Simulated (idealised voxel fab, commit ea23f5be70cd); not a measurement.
process module | voxel released beams
cross-section cut | 140 nm wide | cells 5 nm
A cross-section is a grid of square cells, given in bands from the top down. A band is one or more rows of cells.
Each band's line starts with the height of the band's top and of its bottom, in nm. Then come its materials from left to right, each with its width in nm. One material with "throughout" fills the band from edge to edge. "air" is empty space.
Height 0 is the level under which the wafer as received is all one material. The lowest band goes on downwards, as in "0 down".
A width such as "30 to 40" changes by the same amount from each row of cells to the next, from the band's top row to its bottom row.
"no change" after a step means that no cell of the cross-section changed.
closed voids: empty space of 8 cells or more with no open way to the top, each as width x height at its distance from the left edge, in nm
after a step's settings: what the simulator itself notes on the step
overlay nm, on a step with a mask: how far to the right of its planned place the mask lay; to the left if negative
plan
1 op RECEIVE | material Si
2 op CONFORMAL_DEP | material Al2O3 | thk nm 10
3 op DIRECTIONAL_DEP | material SiO2 | thk nm 20
4 op DIRECTIONAL_DEP | material aC | thk nm 10
5 op PATTERN | tone open | mask id ANCHOR | material resist | width nm 35 | thk nm 25 | overlay nm 0
6 op DIRECTIONAL_ETCH | etch materials aC | depth nm 10
7 op STRIP | etch materials resist
8 op DIRECTIONAL_ETCH | etch materials SiO2 | depth nm 20
9 op STRIP | etch materials aC
10 op CONFORMAL_DEP | material W | thk nm 15
11 op MASKED_ETCH | tone cover | mask id BEAM | width nm 105 | etch materials W | depth nm 15 | overlay nm 0
12 op STRIP | etch materials SiO2
as received, after step 1
  0 down: Si throughout
  closed voids: none
a wafer at the end: this start, this plan, one mistake
  60 to 45: air 15 | W 105 | air 20
  45 to 30: W throughout
  30 to 10: SiO2 20 | W 35 | SiO2 85
  10 to 0: Al2O3 throughout
  0 down: Si throughout
  closed voids: none
what went wrong: step 10 was run twice
